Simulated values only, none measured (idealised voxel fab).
Documented hereafter: the process module known as voxel self aligned vias.
In the cross-section labelled cut, the width is 300 nm and each square cell is 5 nm.
Cross-section, as written here: a square-cell grid given band by band from the top down, where a band holds one or more rows of cells.
Heights first: top, then bottom, in nm. Then materials, left to right, each with a width in nm. "full width" on a single material: fills the band edge to edge. "air": empty space.
All heights in this document are referenced to 0, defined as the level beneath which the wafer, as received, consists entirely of one material. The lowest band is not bounded below; it extends indefinitely downward and is written in the form "z 0 and below".
When a width is written as two numbers, as in "30 to 40", the first number is the width in the top row of cells of the band and the second is the width in its bottom row, and the width changes by the same amount from each row to the next.
Take "everything unchanged" at face value: in the step it is given for, the cross-section changed in none of its cells.
Empty spaces counting at least 8 cells and having no open way to the top are listed in "Enclosed cavity list". The notation width x height at distance is used for each, the distance being from the left edge and all three values in nm.
Post-settings text on a step line: simulator's own remark regarding the step.
overlay nm: step with mask; distance mask lay right of planned place; negative value = left of planned place.
Everything after this point is organized in pairs: a cross-section before one process step, a cross-section after it that shows only as deep as the lowest changed band, and, under the pair, the intervening step with its settings. Because different runs of this module on the same starting wafer can supply different pairs, a pair continues from the pair above it only if its entry headed "Cross-section, before" says so.
## Cross-section, before
> z 0 and below | Si full width
> Enclosed cavity list: none
## Cross-Section After Step
> z 15 to 0 | SiO2 full width
> At heights below 0, the structure remains unaltered.
> Enclosed cavity list: none
The process step separating the two cross-sections depicted above is as follows: CONFORMAL_DEP | material SiO2 | thk nm 15
Cross-section, before: we pick up right where the pair above leaves off, with its after cross-section.
## Cross-Section After Step
> z 20 to 15 | SiCN full width
> At heights below 15, the structure remains unaltered.
> Enclosed cavity list: none
The process step separating the two cross-sections depicted above is as follows: CONFORMAL_DEP | material SiCN | thk nm 5
Cross-section, before: we pick up right where the pair above leaves off, with its after cross-section.
## Cross-Section After Step
> z 50 to 20 | lowk full width
> At heights below 20, the structure remains unaltered.
> Enclosed cavity list: none
The process step separating the two cross-sections depicted above is as follows: DIRECTIONAL_DEP | material lowk | thk nm 30
Cross-section, before: we pick up right where the pair above leaves off, with its after cross-section.
## Cross-Section After Step
> z 50 to 20 | lowk: 80  air: 20  lowk: 40  air: 20  lowk: 40  air: 20  lowk: 80
> At heights below 20, the structure remains unaltered.
> Enclosed cavity list: none
The process step separating the two cross-sections depicted above is as follows: MASKED_ETCH | tone open | mask id LINES | width nm 20 | pitch nm 60 | etch materials lowk | depth nm 30 | overlay nm 0
Cross-section, before: we pick up right where the pair above leaves off, with its after cross-section.
## Cross-Section After Step
> z 55 to 50 | TiN: 85  air: 10  TiN: 50  air: 10  TiN: 50  air: 10  TiN: 85
> z 50 to 25 | lowk: 80  TiN: 5  air: 10  TiN: 5  lowk: 40  TiN: 5  air: 10  TiN: 5  lowk: 40  TiN: 5  air: 10  TiN: 5  lowk: 80
> z 25 to 20 | lowk: 80  TiN: 20  lowk: 40  TiN: 20  lowk: 40  TiN: 20  lowk: 80
> At heights below 20, the structure remains unaltered.
> Enclosed cavity list: none
The process step separating the two cross-sections depicted above is as follows: CONFORMAL_DEP | material TiN | thk nm 5
Cross-section, before: we pick up right where the pair above leaves off, with its after cross-section.
## Cross-Section After Step
> z 65 to 55 | Ru full width
> z 55 to 50 | TiN: 85  Ru: 10  TiN: 50  Ru: 10  TiN: 50  Ru: 10  TiN: 85
> z 50 to 25 | lowk: 80  TiN: 5  Ru: 10  TiN: 5  lowk: 40  TiN: 5  Ru: 10  TiN: 5  lowk: 40  TiN: 5  Ru: 10  TiN: 5  lowk: 80
> At heights below 25, the structure remains unaltered.
> Enclosed cavity list: none
The process step separating the two cross-sections depicted above is as follows: FILL_DEP | material Ru | thk nm 10
Cross-section, before: we pick up right where the pair above leaves off, with its after cross-section.
## Cross-Section After Step
> z 50 to 25 | lowk: 80  TiN: 5  Ru: 10  TiN: 5  lowk: 40  TiN: 5  Ru: 10  TiN: 5  lowk: 40  TiN: 5  Ru: 10  TiN: 5  lowk: 80
> At heights below 25, the structure remains unaltered.
> Enclosed cavity list: none
The process step separating the two cross-sections depicted above is as follows: CMP | height nm 50
Cross-section, before: we pick up right where the pair above leaves off, with its after cross-section.
## Cross-Section After Step
> z 50 to 45 | lowk: 80  air: 20  lowk: 40  air: 20  lowk: 40  air: 20  lowk: 80
> At heights below 45, the structure remains unaltered.
> Enclosed cavity list: none
The process step separating the two cross-sections depicted above is as follows: SELECTIVE_ETCH | etch materials W Ru TiN | depth nm 5
Cross-section, before: we pick up right where the pair above leaves off, with its after cross-section.
## Cross-Section After Step
> z 60 to 50 | SiN full width
> z 50 to 45 | lowk: 80  SiN: 20  lowk: 40  SiN: 20  lowk: 40  SiN: 20  lowk: 80
> At heights below 45, the structure remains unaltered.
> Enclosed cavity list: none
The process step separating the two cross-sections depicted above is as follows: FILL_DEP | material SiN | thk nm 10
Cross-section, before: we pick up right where the pair above leaves off, with its after cross-section.
## Cross-Section After Step
> z 50 to 45 | lowk: 80  SiN: 20  lowk: 40  SiN: 20  lowk: 40  SiN: 20  lowk: 80
> At heights below 45, the structure remains unaltered.
> Enclosed cavity list: none
The process step separating the two cross-sections depicted above is as follows: CMP | height nm 50
Cross-section, before: we pick up right where the pair above leaves off, with its after cross-section.
## Cross-Section After Step
> z 70 to 50 | lowk full width
> At heights below 50, the structure remains unaltered.
> Enclosed cavity list: none
The process step separating the two cross-sections depicted above is as follows: DIRECTIONAL_DEP | material lowk | thk nm 20
Cross-section, before: we pick up right where the pair above leaves off, with its after cross-section.
## Cross-Section After Step
> z 70 to 50 | lowk: 75  air: 30  lowk: 30  air: 30  lowk: 30  air: 30  lowk: 75
> At heights below 50, the structure remains unaltered.
> Enclosed cavity list: none
The process step separating the two cross-sections depicted above is as follows: MASKED_ETCH | tone open | mask id VIAS | width nm 30 | pitch nm 60 | etch materials lowk | depth nm 20 | overlay nm 0
Cross-section, before: we pick up right where the pair above leaves off, with its after cross-section.
## Cross-Section After Step
> z 70 to 50 | lowk: 75  air: 30  lowk: 30  air: 30  lowk: 30  air: 30  lowk: 75
> z 50 to 45 | lowk: 80  air: 20  lowk: 40  air: 20  lowk: 40  air: 20  lowk: 80
> At heights below 45, the structure remains unaltered.
> Enclosed cavity list: none
The process step separating the two cross-sections depicted above is as follows: MASKED_ETCH | tone open | mask id VIAS | width nm 30 | pitch nm 60 | etch materials SiN | depth nm 5 | overlay nm 0
Cross-section, before: we pick up right where the pair above leaves off, with its after cross-section.
## Cross-Section After Step
> z 75 to 70 | TiN: 80  air: 20  TiN: 40  air: 20  TiN: 40  air: 20  TiN: 80
> z 70 to 55 | lowk: 75  TiN: 5  air: 20  TiN: 5  lowk: 30  TiN: 5  air: 20  TiN: 5  lowk: 30  TiN: 5  air: 20  TiN: 5  lowk: 75
> z 55 to 50 | lowk: 75  TiN: 10  air: 10  TiN: 10  lowk: 30  TiN: 10  air: 10  TiN: 10  lowk: 30  TiN: 10  air: 10  TiN: 10  lowk: 75
> z 50 to 45 | lowk: 80  TiN: 20  lowk: 40  TiN: 20  lowk: 40  TiN: 20  lowk: 80
> At heights below 45, the structure remains unaltered.
> Enclosed cavity list: none
The process step separating the two cross-sections depicted above is as follows: CONFORMAL_DEP | material TiN | thk nm 5
Cross-section, before: we pick up right where the pair above leaves off, with its after cross-section.
## Cross-Section After Step
> z 85 to 75 | Cu full width
> z 75 to 70 | TiN: 80  Cu: 20  TiN: 40  Cu: 20  TiN: 40  Cu: 20  TiN: 80
> z 70 to 55 | lowk: 75  TiN: 5  Cu: 20  TiN: 5  lowk: 30  TiN: 5  Cu: 20  TiN: 5  lowk: 30  TiN: 5  Cu: 20  TiN: 5  lowk: 75
> z 55 to 50 | lowk: 75  TiN: 10  Cu: 10  TiN: 10  lowk: 30  TiN: 10  Cu: 10  TiN: 10  lowk: 30  TiN: 10  Cu: 10  TiN: 10  lowk: 75
> At heights below 50, the structure remains unaltered.
> Enclosed cavity list: none
The process step separating the two cross-sections depicted above is as follows: FILL_DEP | material Cu | thk nm 10
Cross-section, before: we pick up right where the pair above leaves off, with its after cross-section.
## Cross-Section After Step
> z 70 to 55 | lowk: 75  TiN: 5  Cu: 20  TiN: 5  lowk: 30  TiN: 5  Cu: 20  TiN: 5  lowk: 30  TiN: 5  Cu: 20  TiN: 5  lowk: 75
> At heights below 55, the structure remains unaltered.
> Enclosed cavity list: none
The process step separating the two cross-sections depicted above is as follows: CMP | height nm 70
Cross-section, before: we pick up right where the pair above leaves off, with its after cross-section.
## Cross-Section After Step
> z 75 to 70 | SiN full width
> At heights below 70, the structure remains unaltered.
> Enclosed cavity list: none
The process step separating the two cross-sections depicted above is as follows: CONFORMAL_DEP | material SiN | thk nm 5
## Cross-section, before
> z 15 to 0 | SiO2 full width
> z 0 and below | Si full width
> Enclosed cavity list: none
## Cross-Section After Step
> z 45 to 15 | lowk full width
> At heights below 15, the structure remains unaltered.
> Enclosed cavity list: none
The process step separating the two cross-sections depicted above is as follows: DIRECTIONAL_DEP | material lowk | thk nm 30
Cross-section, before: we pick up right where the pair above leaves off, with its after cross-section.
## Cross-Section After Step
> z 45 to 15 | lowk: 80  air: 20  lowk: 40  air: 20  lowk: 40  air: 20  lowk: 80
> At heights below 15, the structure remains unaltered.
> Enclosed cavity list: none
The process step separating the two cross-sections depicted above is as follows: MASKED_ETCH | tone open | mask id LINES | width nm 20 | pitch nm 60 | etch materials lowk | depth nm 30 | overlay nm 0
Cross-section, before: we pick up right where the pair above leaves off, with its after cross-section.
## Cross-Section After Step
> z 50 to 45 | TiN: 85  air: 10  TiN: 50  air: 10  TiN: 50  air: 10  TiN: 85
> z 45 to 20 | lowk: 80  TiN: 5  air: 10  TiN: 5  lowk: 40  TiN: 5  air: 10  TiN: 5  lowk: 40  TiN: 5  air: 10  TiN: 5  lowk: 80
> z 20 to 15 | lowk: 80  TiN: 20  lowk: 40  TiN: 20  lowk: 40  TiN: 20  lowk: 80
> At heights below 15, the structure remains unaltered.
> Enclosed cavity list: none
The process step separating the two cross-sections depicted above is as follows: CONFORMAL_DEP | material TiN | thk nm 5
Cross-section, before: we pick up right where the pair above leaves off, with its after cross-section.
## Cross-Section After Step
> z 60 to 50 | Ru full width
> z 50 to 45 | TiN: 85  Ru: 10  TiN: 50  Ru: 10  TiN: 50  Ru: 10  TiN: 85
> z 45 to 20 | lowk: 80  TiN: 5  Ru: 10  TiN: 5  lowk: 40  TiN: 5  Ru: 10  TiN: 5  lowk: 40  TiN: 5  Ru: 10  TiN: 5  lowk: 80
> At heights below 20, the structure remains unaltered.
> Enclosed cavity list: none
The process step separating the two cross-sections depicted above is as follows: FILL_DEP | material Ru | thk nm 10
Cross-section, before: we pick up right where the pair above leaves off, with its after cross-section.
## Cross-Section After Step
> z 50 to 45 | TiN: 85  Ru: 10  TiN: 50  Ru: 10  TiN: 50  Ru: 10  TiN: 85
> At heights below 45, the structure remains unaltered.
> Enclosed cavity list: none
The process step separating the two cross-sections depicted above is as follows: CMP | height nm 50
Cross-section, before: we pick up right where the pair above leaves off, with its after cross-section.
## Cross-Section After Step
> z 45 to 20 | lowk: 80  TiN: 5  Ru: 10  TiN: 5  lowk: 40  TiN: 5  Ru: 10  TiN: 5  lowk: 40  TiN: 5  Ru: 10  TiN: 5  lowk: 80
> At heights below 20, the structure remains unaltered.
> Enclosed cavity list: none
The process step separating the two cross-sections depicted above is as follows: SELECTIVE_ETCH | etch materials W Ru TiN | depth nm 5
Cross-section, before: we pick up right where the pair above leaves off, with its after cross-section.
## Cross-Section After Step
> z 55 to 45 | SiN full width
> At heights below 45, the structure remains unaltered.
> Enclosed cavity list: none
The process step separating the two cross-sections depicted above is as follows: FILL_DEP | material SiN | thk nm 10
Cross-section, before: we pick up right where the pair above leaves off, with its after cross-section.
## Cross-Section After Step
> z 50 to 45 | SiN full width
> At heights below 45, the structure remains unaltered.
> Enclosed cavity list: none
The process step separating the two cross-sections depicted above is as follows: CMP | height nm 50
Cross-section, before: we pick up right where the pair above leaves off, with its after cross-section.
## Cross-Section After Step
> z 70 to 50 | lowk full width
> At heights below 50, the structure remains unaltered.
> Enclosed cavity list: none
The process step separating the two cross-sections depicted above is as follows: DIRECTIONAL_DEP | material lowk | thk nm 20
Cross-section, before: we pick up right where the pair above leaves off, with its after cross-section.
## Cross-Section After Step
> z 70 to 50 | lowk: 75  air: 30  lowk: 30  air: 30  lowk: 30  air: 30  lowk: 75
> At heights below 50, the structure remains unaltered.
> Enclosed cavity list: none
The process step separating the two cross-sections depicted above is as follows: MASKED_ETCH | tone open | mask id VIAS | width nm 30 | pitch nm 60 | etch materials lowk | depth nm 20 | overlay nm 0
Cross-section, before: we pick up right where the pair above leaves off, with its after cross-section.
## Cross-Section After Step
> z 70 to 50 | lowk: 75  air: 30  lowk: 30  air: 30  lowk: 30  air: 30  lowk: 75
> z 50 to 45 | SiN: 75  air: 30  SiN: 30  air: 30  SiN: 30  air: 30  SiN: 75
> At heights below 45, the structure remains unaltered.
> Enclosed cavity list: none
The process step separating the two cross-sections depicted above is as follows: MASKED_ETCH | tone open | mask id VIAS | width nm 30 | pitch nm 60 | etch materials SiN | depth nm 5 | overlay nm 0
Cross-section, before: we pick up right where the pair above leaves off, with its after cross-section.
## Cross-Section After Step
> z 75 to 70 | TiN: 80  air: 20  TiN: 40  air: 20  TiN: 40  air: 20  TiN: 80
> z 70 to 50 | lowk: 75  TiN: 5  air: 20  TiN: 5  lowk: 30  TiN: 5  air: 20  TiN: 5  lowk: 30  TiN: 5  air: 20  TiN: 5  lowk: 75
> z 50 to 45 | SiN: 75  TiN: 30  SiN: 30  TiN: 30  SiN: 30  TiN: 30  SiN: 75
> At heights below 45, the structure remains unaltered.
> Enclosed cavity list: none
The process step separating the two cross-sections depicted above is as follows: CONFORMAL_DEP | material TiN | thk nm 5
Cross-section, before: we pick up right where the pair above leaves off, with its after cross-section.
## Cross-Section After Step
> z 85 to 75 | Cu full width
> z 75 to 70 | TiN: 80  Cu: 20  TiN: 40  Cu: 20  TiN: 40  Cu: 20  TiN: 80
> z 70 to 50 | lowk: 75  TiN: 5  Cu: 20  TiN: 5  lowk: 30  TiN: 5  Cu: 20  TiN: 5  lowk: 30  TiN: 5  Cu: 20  TiN: 5  lowk: 75
> At heights below 50, the structure remains unaltered.
> Enclosed cavity list: none
The process step separating the two cross-sections depicted above is as follows: FILL_DEP | material Cu | thk nm 10
Cross-section, before: we pick up right where the pair above leaves off, with its after cross-section.
## Cross-Section After Step
> z 70 to 50 | lowk: 75  TiN: 5  Cu: 20  TiN: 5  lowk: 30  TiN: 5  Cu: 20  TiN: 5  lowk: 30  TiN: 5  Cu: 20  TiN: 5  lowk: 75
> At heights below 50, the structure remains unaltered.
> Enclosed cavity list: none
The process step separating the two cross-sections depicted above is as follows: CMP | height nm 70
Cross-section, before: we pick up right where the pair above leaves off, with its after cross-section.
## Cross-Section After Step
> z 75 to 70 | SiN full width
> At heights below 70, the structure remains unaltered.
> Enclosed cavity list: none
The process step separating the two cross-sections depicted above is as follows: CONFORMAL_DEP | material SiN | thk nm 5
## Cross-section, before
> z 15 to 0 | SiO2 full width
> z 0 and below | Si full width
> Enclosed cavity list: none
## Cross-Section After Step
> z 30 to 0 | SiO2 full width
> At heights below 0, the structure remains unaltered.
> Enclosed cavity list: none
The process step separating the two cross-sections depicted above is as follows: CONFORMAL_DEP | material SiO2 | thk nm 15
Cross-section, before: we pick up right where the pair above leaves off, with its after cross-section.
## Cross-Section After Step
> z 35 to 30 | SiCN full width
> At heights below 30, the structure remains unaltered.
> Enclosed cavity list: none
The process step separating the two cross-sections depicted above is as follows: CONFORMAL_DEP | material SiCN | thk nm 5
Cross-section, before: we pick up right where the pair above leaves off, with its after cross-section.
## Cross-Section After Step
> z 65 to 35 | lowk full width
> At heights below 35, the structure remains unaltered.
> Enclosed cavity list: none
The process step separating the two cross-sections depicted above is as follows: DIRECTIONAL_DEP | material lowk | thk nm 30
Cross-section, before: we pick up right where the pair above leaves off, with its after cross-section.
## Cross-Section After Step
> z 65 to 35 | lowk: 80  air: 20  lowk: 40  air: 20  lowk: 40  air: 20  lowk: 80
> At heights below 35, the structure remains unaltered.
> Enclosed cavity list: none
The process step separating the two cross-sections depicted above is as follows: MASKED_ETCH | tone open | mask id LINES | width nm 20 | pitch nm 60 | etch materials lowk | depth nm 30 | overlay nm 0
Cross-section, before: we pick up right where the pair above leaves off, with its after cross-section.
## Cross-Section After Step
> z 70 to 65 | TiN: 85  air: 10  TiN: 50  air: 10  TiN: 50  air: 10  TiN: 85
> z 65 to 40 | lowk: 80  TiN: 5  air: 10  TiN: 5  lowk: 40  TiN: 5  air: 10  TiN: 5  lowk: 40  TiN: 5  air: 10  TiN: 5  lowk: 80
> z 40 to 35 | lowk: 80  TiN: 20  lowk: 40  TiN: 20  lowk: 40  TiN: 20  lowk: 80
> At heights below 35, the structure remains unaltered.
> Enclosed cavity list: none
The process step separating the two cross-sections depicted above is as follows: CONFORMAL_DEP | material TiN | thk nm 5
Cross-section, before: we pick up right where the pair above leaves off, with its after cross-section.
## Cross-Section After Step
> z 80 to 70 | Ru full width
> z 70 to 65 | TiN: 85  Ru: 10  TiN: 50  Ru: 10  TiN: 50  Ru: 10  TiN: 85
> z 65 to 40 | lowk: 80  TiN: 5  Ru: 10  TiN: 5  lowk: 40  TiN: 5  Ru: 10  TiN: 5  lowk: 40  TiN: 5  Ru: 10  TiN: 5  lowk: 80
> At heights below 40, the structure remains unaltered.
> Enclosed cavity list: none
The process step separating the two cross-sections depicted above is as follows: FILL_DEP | material Ru | thk nm 10
Cross-section, before: we pick up right where the pair above leaves off, with its after cross-section.
## Cross-Section After Step
> z 50 to 40 | lowk: 80  TiN: 5  Ru: 10  TiN: 5  lowk: 40  TiN: 5  Ru: 10  TiN: 5  lowk: 40  TiN: 5  Ru: 10  TiN: 5  lowk: 80
> At heights below 40, the structure remains unaltered.
> Enclosed cavity list: none
The process step separating the two cross-sections depicted above is as follows: CMP | height nm 50
Cross-section, before: we pick up right where the pair above leaves off, with its after cross-section.
## Cross-Section After Step
> z 50 to 45 | lowk: 80  air: 20  lowk: 40  air: 20  lowk: 40  air: 20  lowk: 80
> At heights below 45, the structure remains unaltered.
> Enclosed cavity list: none
The process step separating the two cross-sections depicted above is as follows: SELECTIVE_ETCH | etch materials W Ru TiN | depth nm 5
Cross-section, before: we pick up right where the pair above leaves off, with its after cross-section.
## Cross-Section After Step
> z 60 to 50 | SiN full width
> z 50 to 45 | lowk: 80  SiN: 20  lowk: 40  SiN: 20  lowk: 40  SiN: 20  lowk: 80
> At heights below 45, the structure remains unaltered.
> Enclosed cavity list: none
The process step separating the two cross-sections depicted above is as follows: FILL_DEP | material SiN | thk nm 10
Cross-section, before: we pick up right where the pair above leaves off, with its after cross-section.
## Cross-Section After Step
> z 50 to 45 | lowk: 80  SiN: 20  lowk: 40  SiN: 20  lowk: 40  SiN: 20  lowk: 80
> At heights below 45, the structure remains unaltered.
> Enclosed cavity list: none
The process step separating the two cross-sections depicted above is as follows: CMP | height nm 50
Cross-section, before: we pick up right where the pair above leaves off, with its after cross-section.
## Cross-Section After Step
> z 70 to 50 | lowk full width
> At heights below 50, the structure remains unaltered.
> Enclosed cavity list: none
The process step separating the two cross-sections depicted above is as follows: DIRECTIONAL_DEP | material lowk | thk nm 20
Cross-section, before: we pick up right where the pair above leaves off, with its after cross-section.
## Cross-Section After Step
> z 70 to 50 | lowk: 75  air: 30  lowk: 30  air: 30  lowk: 30  air: 30  lowk: 75
> At heights below 50, the structure remains unaltered.
> Enclosed cavity list: none
The process step separating the two cross-sections depicted above is as follows: MASKED_ETCH | tone open | mask id VIAS | width nm 30 | pitch nm 60 | etch materials lowk | depth nm 20 | overlay nm 0
Cross-section, before: we pick up right where the pair above leaves off, with its after cross-section.
## Cross-Section After Step
> z 70 to 50 | lowk: 75  air: 30  lowk: 30  air: 30  lowk: 30  air: 30  lowk: 75
> z 50 to 45 | lowk: 80  air: 20  lowk: 40  air: 20  lowk: 40  air: 20  lowk: 80
> At heights below 45, the structure remains unaltered.
> Enclosed cavity list: none
The process step separating the two cross-sections depicted above is as follows: MASKED_ETCH | tone open | mask id VIAS | width nm 30 | pitch nm 60 | etch materials SiN | depth nm 5 | overlay nm 0
Cross-section, before: we pick up right where the pair above leaves off, with its after cross-section.
## Cross-Section After Step
> z 75 to 70 | TiN: 80  air: 20  TiN: 40  air: 20  TiN: 40  air: 20  TiN: 80
> z 70 to 55 | lowk: 75  TiN: 5  air: 20  TiN: 5  lowk: 30  TiN: 5  air: 20  TiN: 5  lowk: 30  TiN: 5  air: 20  TiN: 5  lowk: 75
> z 55 to 50 | lowk: 75  TiN: 10  air: 10  TiN: 10  lowk: 30  TiN: 10  air: 10  TiN: 10  lowk: 30  TiN: 10  air: 10  TiN: 10  lowk: 75
> z 50 to 45 | lowk: 80  TiN: 20  lowk: 40  TiN: 20  lowk: 40  TiN: 20  lowk: 80
> At heights below 45, the structure remains unaltered.
> Enclosed cavity list: none
The process step separating the two cross-sections depicted above is as follows: CONFORMAL_DEP | material TiN | thk nm 5
Cross-section, before: we pick up right where the pair above leaves off, with its after cross-section.
## Cross-Section After Step
> z 85 to 75 | Cu full width
> z 75 to 70 | TiN: 80  Cu: 20  TiN: 40  Cu: 20  TiN: 40  Cu: 20  TiN: 80
> z 70 to 55 | lowk: 75  TiN: 5  Cu: 20  TiN: 5  lowk: 30  TiN: 5  Cu: 20  TiN: 5  lowk: 30  TiN: 5  Cu: 20  TiN: 5  lowk: 75
> z 55 to 50 | lowk: 75  TiN: 10  Cu: 10  TiN: 10  lowk: 30  TiN: 10  Cu: 10  TiN: 10  lowk: 30  TiN: 10  Cu: 10  TiN: 10  lowk: 75
> At heights below 50, the structure remains unaltered.
> Enclosed cavity list: none
The process step separating the two cross-sections depicted above is as follows: FILL_DEP | material Cu | thk nm 10
Cross-section, before: we pick up right where the pair above leaves off, with its after cross-section.
## Cross-Section After Step
> z 70 to 55 | lowk: 75  TiN: 5  Cu: 20  TiN: 5  lowk: 30  TiN: 5  Cu: 20  TiN: 5  lowk: 30  TiN: 5  Cu: 20  TiN: 5  lowk: 75
> At heights below 55, the structure remains unaltered.
> Enclosed cavity list: none
The process step separating the two cross-sections depicted above is as follows: CMP | height nm 70
Cross-section, before: we pick up right where the pair above leaves off, with its after cross-section.
## Cross-Section After Step
> z 75 to 70 | SiN full width
> At heights below 70, the structure remains unaltered.
> Enclosed cavity list: none
The process step separating the two cross-sections depicted above is as follows: CONFORMAL_DEP | material SiN | thk nm 5
## Cross-section, before
> z 50 to 45 | lowk: 80  SiN: 20  lowk: 40  SiN: 20  lowk: 40  SiN: 20  lowk: 80
> z 45 to 25 | lowk: 80  TiN: 5  Ru: 10  TiN: 5  lowk: 40  TiN: 5  Ru: 10  TiN: 5  lowk: 40  TiN: 5  Ru: 10  TiN: 5  lowk: 80
> z 25 to 20 | lowk: 80  TiN: 20  lowk: 40  TiN: 20  lowk: 40  TiN: 20  lowk: 80
> z 20 to 15 | SiCN full width
> z 15 to 0 | SiO2 full width
> z 0 and below | Si full width
> Enclosed cavity list: none
## Cross-Section After Step
> z 50 to 45 | lowk: 75  air: 5  SiN: 20  air: 5  lowk: 30  air: 5  SiN: 20  air: 5  lowk: 30  air: 5  SiN: 20  air: 5  lowk: 75
> z 45 to 30 | lowk: 75  air: 5  TiN: 5  Ru: 10  TiN: 5  air: 5  lowk: 30  air: 5  TiN: 5  Ru: 10  TiN: 5  air: 5  lowk: 30  air: 5  TiN: 5  Ru: 10  TiN: 5  air: 5  lowk: 75
> At heights below 30, the structure remains unaltered.
> Enclosed cavity list: none
The process step separating the two cross-sections depicted above is as follows: MASKED_ETCH | tone open | mask id VIAS | width nm 30 | pitch nm 60 | etch materials lowk | depth nm 20 | overlay nm 0
Cross-section, before: we pick up right where the pair above leaves off, with its after cross-section.
## Cross-Section After Step
> z 70 to 50 | lowk: 75  air: 5  lowk: 20  air: 5  lowk: 30  air: 5  lowk: 20  air: 5  lowk: 30  air: 5  lowk: 20  air: 5  lowk: 75
> z 50 to 45 | lowk: 80  SiN: 20  lowk: 40  SiN: 20  lowk: 40  SiN: 20  lowk: 80
> z 45 to 25 | lowk: 80  TiN: 5  Ru: 10  TiN: 5  lowk: 40  TiN: 5  Ru: 10  TiN: 5  lowk: 40  TiN: 5  Ru: 10  TiN: 5  lowk: 80
> At heights below 25, the structure remains unaltered.
> Enclosed cavity list: none
The process step separating the two cross-sections depicted above is as follows: DIRECTIONAL_DEP | material lowk | thk nm 20
Cross-section, before: we pick up right where the pair above leaves off, with its after cross-section.
## Cross-Section After Step
> z 75 to 70 | TiN full width
> z 70 to 50 | lowk: 75  TiN: 5  lowk: 20  TiN: 5  lowk: 30  TiN: 5  lowk: 20  TiN: 5  lowk: 30  TiN: 5  lowk: 20  TiN: 5  lowk: 75
> At heights below 50, the structure remains unaltered.
> Enclosed cavity list: none
The process step separating the two cross-sections depicted above is as follows: CONFORMAL_DEP | material TiN | thk nm 5
Cross-section, before: we pick up right where the pair above leaves off, with its after cross-section.
## Cross-Section After Step
> z 85 to 75 | Cu full width
> At heights below 75, the structure remains unaltered.
> Enclosed cavity list: none
The process step separating the two cross-sections depicted above is as follows: FILL_DEP | material Cu | thk nm 10
Cross-section, before: we pick up right where the pair above leaves off, with its after cross-section.
## Cross-Section After Step
> z 70 to 50 | lowk: 75  TiN: 5  lowk: 20  TiN: 5  lowk: 30  TiN: 5  lowk: 20  TiN: 5  lowk: 30  TiN: 5  lowk: 20  TiN: 5  lowk: 75
> At heights below 50, the structure remains unaltered.
> Enclosed cavity list: none
The process step separating the two cross-sections depicted above is as follows: CMP | height nm 70
Cross-section, before: we pick up right where the pair above leaves off, with its after cross-section.
## Cross-Section After Step
> z 75 to 70 | SiN full width
> At heights below 70, the structure remains unaltered.
> Enclosed cavity list: none
The process step separating the two cross-sections depicted above is as follows: CONFORMAL_DEP | material SiN | thk nm 5
## Cross-section, before
> z 65 to 55 | Ru full width
> z 55 to 50 | TiN: 85  Ru: 10  TiN: 50  Ru: 10  TiN: 50  Ru: 10  TiN: 85
> z 50 to 25 | lowk: 80  TiN: 5  Ru: 10  TiN: 5  lowk: 40  TiN: 5  Ru: 10  TiN: 5  lowk: 40  TiN: 5  Ru: 10  TiN: 5  lowk: 80
> z 25 to 20 | lowk: 80  TiN: 20  lowk: 40  TiN: 20  lowk: 40  TiN: 20  lowk: 80
> z 20 to 15 | SiCN full width
> z 15 to 0 | SiO2 full width
> z 0 and below | Si full width
> Enclosed cavity list: none
## Cross-Section After Step
> z 40 to 25 | lowk: 80  TiN: 5  Ru: 10  TiN: 5  lowk: 40  TiN: 5  Ru: 10  TiN: 5  lowk: 40  TiN: 5  Ru: 10  TiN: 5  lowk: 80
> At heights below 25, the structure remains unaltered.
> Enclosed cavity list: none
The process step separating the two cross-sections depicted above is as follows: CMP | height nm 40
Cross-section, before: we pick up right where the pair above leaves off, with its after cross-section.
## Cross-Section After Step
> z 40 to 35 | lowk: 80  air: 20  lowk: 40  air: 20  lowk: 40  air: 20  lowk: 80
> At heights below 35, the structure remains unaltered.
> Enclosed cavity list: none
The process step separating the two cross-sections depicted above is as follows: SELECTIVE_ETCH | etch materials W Ru TiN | depth nm 5
Cross-section, before: we pick up right where the pair above leaves off, with its after cross-section.
## Cross-Section After Step
> z 50 to 40 | SiN full width
> z 40 to 35 | lowk: 80  SiN: 20  lowk: 40  SiN: 20  lowk: 40  SiN: 20  lowk: 80
> At heights below 35, the structure remains unaltered.
> Enclosed cavity list: none
The process step separating the two cross-sections depicted above is as follows: FILL_DEP | material SiN | thk nm 10
Cross-section, before: we pick up right where the pair above leaves off, with its after cross-section.
## Cross-Section After Step
> z 70 to 50 | lowk full width
> At heights below 50, the structure remains unaltered.
> Enclosed cavity list: none
The process step separating the two cross-sections depicted above is as follows: DIRECTIONAL_DEP | material lowk | thk nm 20
Cross-section, before: we pick up right where the pair above leaves off, with its after cross-section.
## Cross-Section After Step
> z 70 to 50 | lowk: 75  air: 30  lowk: 30  air: 30  lowk: 30  air: 30  lowk: 75
> At heights below 50, the structure remains unaltered.
> Enclosed cavity list: none
The process step separating the two cross-sections depicted above is as follows: MASKED_ETCH | tone open | mask id VIAS | width nm 30 | pitch nm 60 | etch materials lowk | depth nm 20 | overlay nm 0
Cross-section, before: we pick up right where the pair above leaves off, with its after cross-section.
## Cross-Section After Step
> z 70 to 50 | lowk: 75  air: 30  lowk: 30  air: 30  lowk: 30  air: 30  lowk: 75
> z 50 to 45 | SiN: 75  air: 30  SiN: 30  air: 30  SiN: 30  air: 30  SiN: 75
> At heights below 45, the structure remains unaltered.
> Enclosed cavity list: none
The process step separating the two cross-sections depicted above is as follows: MASKED_ETCH | tone open | mask id VIAS | width nm 30 | pitch nm 60 | etch materials SiN | depth nm 5 | overlay nm 0
Cross-section, before: we pick up right where the pair above leaves off, with its after cross-section.
## Cross-Section After Step
> z 75 to 70 | TiN: 80  air: 20  TiN: 40  air: 20  TiN: 40  air: 20  TiN: 80
> z 70 to 50 | lowk: 75  TiN: 5  air: 20  TiN: 5  lowk: 30  TiN: 5  air: 20  TiN: 5  lowk: 30  TiN: 5  air: 20  TiN: 5  lowk: 75
> z 50 to 45 | SiN: 75  TiN: 30  SiN: 30  TiN: 30  SiN: 30  TiN: 30  SiN: 75
> At heights below 45, the structure remains unaltered.
> Enclosed cavity list: none
The process step separating the two cross-sections depicted above is as follows: CONFORMAL_DEP | material TiN | thk nm 5
Cross-section, before: we pick up right where the pair above leaves off, with its after cross-section.
## Cross-Section After Step
> z 85 to 75 | Cu full width
> z 75 to 70 | TiN: 80  Cu: 20  TiN: 40  Cu: 20  TiN: 40  Cu: 20  TiN: 80
> z 70 to 50 | lowk: 75  TiN: 5  Cu: 20  TiN: 5  lowk: 30  TiN: 5  Cu: 20  TiN: 5  lowk: 30  TiN: 5  Cu: 20  TiN: 5  lowk: 75
> At heights below 50, the structure remains unaltered.
> Enclosed cavity list: none
The process step separating the two cross-sections depicted above is as follows: FILL_DEP | material Cu | thk nm 10
